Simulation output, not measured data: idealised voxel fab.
process module | voxel transistor to metal
cross-section cut | 215 nm wide | cells 5 nm
A cross-section is a grid of square cells, given in bands from the top down. A band is one or more rows of cells.
Each band's line starts with the height of the band's top and of its bottom, in nm. Then come its materials from left to right, each with its width in nm. One material with "throughout" fills the band from edge to edge. "air" is empty space.
Height 0 is the level under which the wafer as received is all one material. The lowest band goes on downwards, as in "0 down".
A width such as "30 to 40" changes by the same amount from each row of cells to the next, from the band's top row to its bottom row.
"no change" after a step means that no cell of the cross-section changed.
closed voids: empty space of 8 cells or more with no open way to the top, each as width x height at its distance from the left edge, in nm
after a step's settings: what the simulator itself notes on the step
overlay nm, on a step with a mask: how far to the right of its planned place the mask lay; to the left if negative
plan
1 op RECEIVE | material Si
2 op CONFORMAL_DEP | material SiO2 | thk nm 5
3 op CONFORMAL_DEP | material SiN | thk nm 15
4 op PATTERN | tone cover | mask id ACTIVE | material resist | width nm 95 | thk nm 20 | overlay nm 0
5 op DIRECTIONAL_ETCH | etch materials SiN | depth nm 15
6 op DIRECTIONAL_ETCH | etch materials SiO2 | depth nm 5
7 op DIRECTIONAL_ETCH | etch materials Si | depth nm 30
8 op STRIP | etch materials resist
9 op FILL_DEP | material SiO2 | thk nm 10
10 op CMP | height nm 20
11 op SELECTIVE_ETCH | etch materials SiO2 | depth nm 10
12 op STRIP | etch materials SiN
13 op SELECTIVE_ETCH | etch materials SiO2 | depth nm 5
14 op OXIDIZE | depth nm 5
15 op DIRECTIONAL_DEP | material polySi | thk nm 20
16 op DIRECTIONAL_DEP | material SiCN | thk nm 10
17 op DIRECTIONAL_DEP | material aC | thk nm 15
18 op PATTERN | tone cover | mask id GATE | material resist | width nm 25 | thk nm 35 | overlay nm -15
19 op DIRECTIONAL_ETCH | etch materials aC | depth nm 15
20 op STRIP | etch materials resist
21 op DIRECTIONAL_ETCH | etch materials SiCN | depth nm 20
22 op DIRECTIONAL_ETCH | etch materials polySi | depth nm 30
23 op STRIP | etch materials aC
24 op CONFORMAL_DEP | material SiN | thk nm 5
25 op DIRECTIONAL_ETCH | etch materials SiN | depth nm 5
26 op DIRECTIONAL_ETCH | etch materials SiO2 | depth nm 5
27 op EPI | material nSi | thk nm 5
28 op FILL_DEP | material SiO2 | thk nm 10
29 op CMP | height nm 30
30 op DIRECTIONAL_DEP | material SiO2 | thk nm 10
31 op MASKED_ETCH | tone open | mask id CONTACT | width nm 15 | pitch nm 70 | etch materials SiO2 | depth nm 40 | overlay nm 0
32 op CONFORMAL_DEP | material TiN | thk nm 5
33 op FILL_DEP | material Ru | thk nm 5
34 op CMP | height nm 40
35 op DIRECTIONAL_DEP | material TiN | thk nm 5
36 op DIRECTIONAL_DEP | material W | thk nm 20
37 op MASKED_ETCH | tone cover | mask id METAL_1 | width nm 15 | pitch nm 70 | etch materials W | depth nm 20 | overlay nm 0
38 op MASKED_ETCH | tone cover | mask id METAL_1 | width nm 15 | pitch nm 70 | etch materials TiN | depth nm 5 | overlay nm 0
39 op FILL_DEP | material SiO2 | thk nm 5
40 op CMP | height nm 65
41 op CONFORMAL_DEP | material SiN | thk nm 5
varied across the wafers: overlay nm of step 18. The plan shows the first wafer's value. All wafers start alike
first wafer as received, after step 1
  0 down: Si throughout
  closed voids: none
each wafer at the end: cells of each material gained (+) or lost (-) since it was received, then its closed voids
overlay nm -15 | +8 Ru | -163 Si | +10 SiCN | +57 SiN | +594 SiO2 | +40 TiN | +24 W | +12 nSi | +20 polySi | closed voids: none
overlay nm -10 | +14 Ru | -163 Si | +10 SiCN | +57 SiN | +588 SiO2 | +40 TiN | +24 W | +12 nSi | +20 polySi | closed voids: none
overlay nm -5 | +14 Ru | -163 Si | +10 SiCN | +57 SiN | +588 SiO2 | +40 TiN | +24 W | +12 nSi | +20 polySi | closed voids: none
overlay nm 0 | +14 Ru | -163 Si | +10 SiCN | +57 SiN | +588 SiO2 | +40 TiN | +24 W | +12 nSi | +20 polySi | closed voids: none
overlay nm 5 | +14 Ru | -163 Si | +10 SiCN | +57 SiN | +588 SiO2 | +40 TiN | +24 W | +12 nSi | +20 polySi | closed voids: none
overlay nm 10 | +14 Ru | -163 Si | +10 SiCN | +57 SiN | +588 SiO2 | +40 TiN | +24 W | +12 nSi | +20 polySi | closed voids: none
overlay nm 15 | +8 Ru | -163 Si | +10 SiCN | +57 SiN | +594 SiO2 | +40 TiN | +24 W | +12 nSi | +20 polySi | closed voids: none
